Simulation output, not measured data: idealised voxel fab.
You're looking at the process module voxel trench capacitor.
205 nm wide, 5 nm square cells: that's cross-section cut.
Square cells in a grid make up a cross-section in this document, and the grid is given as bands, listed from the top down, each one or more rows of cells.
Look at the band entry: it leads with the top's height and the bottom's height in nm. Then it lists the materials left to right, with a width in nm for each. The word "edge to edge" on a single material says that material fills the band edge to edge. The word "air" is empty space.
For the purposes of this specification, 0 denotes the height below which the wafer in its as-received condition is composed wholly of one material, and the lowermost band, lacking a lower limit, extends downward without end, as expressed in "0 -> down".
Width "30..40": first value at the band's top row of cells, second value at its bottom row, equal change from row to row.
Reading "nothing altered" for a step: not a cell of the cross-section changed in it.
Each empty space that has no open way to the top and spans at least 8 cells appears under "Closed cavities" as width x height at distance, the distance counted from the left edge, all in nm.
Read whatever lies past the settings on a step's line as the simulator's own remark about the step.
The optional step-line setting "overlay nm" applies to steps with a mask and quantifies how far to the right of its planned location the mask lay, a negative value indicating leftward placement.
### Process steps - plan
1: RECEIVE,material Si
2: CONFORMAL_DEP,material SiN,thk nm 10
3: MASKED_ETCH,tone open,mask id TRENCH,width nm 25,pitch nm 45,etch materials SiN,depth nm 10,overlay nm 0
4: MASKED_ETCH,tone open,mask id TRENCH,width nm 25,pitch nm 45,etch materials Si,depth nm 25,overlay nm 0
5: CONFORMAL_DEP,material Al2O3,thk nm 5
6: FILL_DEP,material polySi,thk nm 5
7: CMP,height nm 10
### Wafer at receipt (post step 1), cross-section
	0 -> down  Si edge to edge
	Closed cavities: none
### Cross-sectional image of the first of two wafers at the end of the module, the run having proceeded as planned
	10 -> 0  SiN 65  Al2O3 5  polySi 15  Al2O3 5  SiN 20  Al2O3 5  polySi 15  Al2O3 5  SiN 70
	0 -> -20  Si 65  Al2O3 5  polySi 15  Al2O3 5  Si 20  Al2O3 5  polySi 15  Al2O3 5  Si 70
	-20 -> -25  Si 65  Al2O3 25  Si 20  Al2O3 25  Si 70
	-25 -> down  Si edge to edge
	Closed cavities: none
### Here is the second of the two wafers cut open at the end of the module - same start, same plan as the first one, but we made one mistake running it
	15 -> 10  Al2O3 70  polySi 15  Al2O3 30  polySi 15  Al2O3 75
	10 -> 0  SiN 65  Al2O3 5  polySi 15  Al2O3 5  SiN 20  Al2O3 5  polySi 15  Al2O3 5  SiN 70
	0 -> -20  Si 65  Al2O3 5  polySi 15  Al2O3 5  Si 20  Al2O3 5  polySi 15  Al2O3 5  Si 70
	-20 -> -25  Si 65  Al2O3 25  Si 20  Al2O3 25  Si 70
	-25 -> down  Si edge to edge
	Closed cavities: none
Error vs. plan: step 7 off recipe, ran as CMP,height nm 15
The final cell counts differ between the wafers, with the second having more or fewer of some materials than the first: Al2O3: 35 more | polySi: 6 more
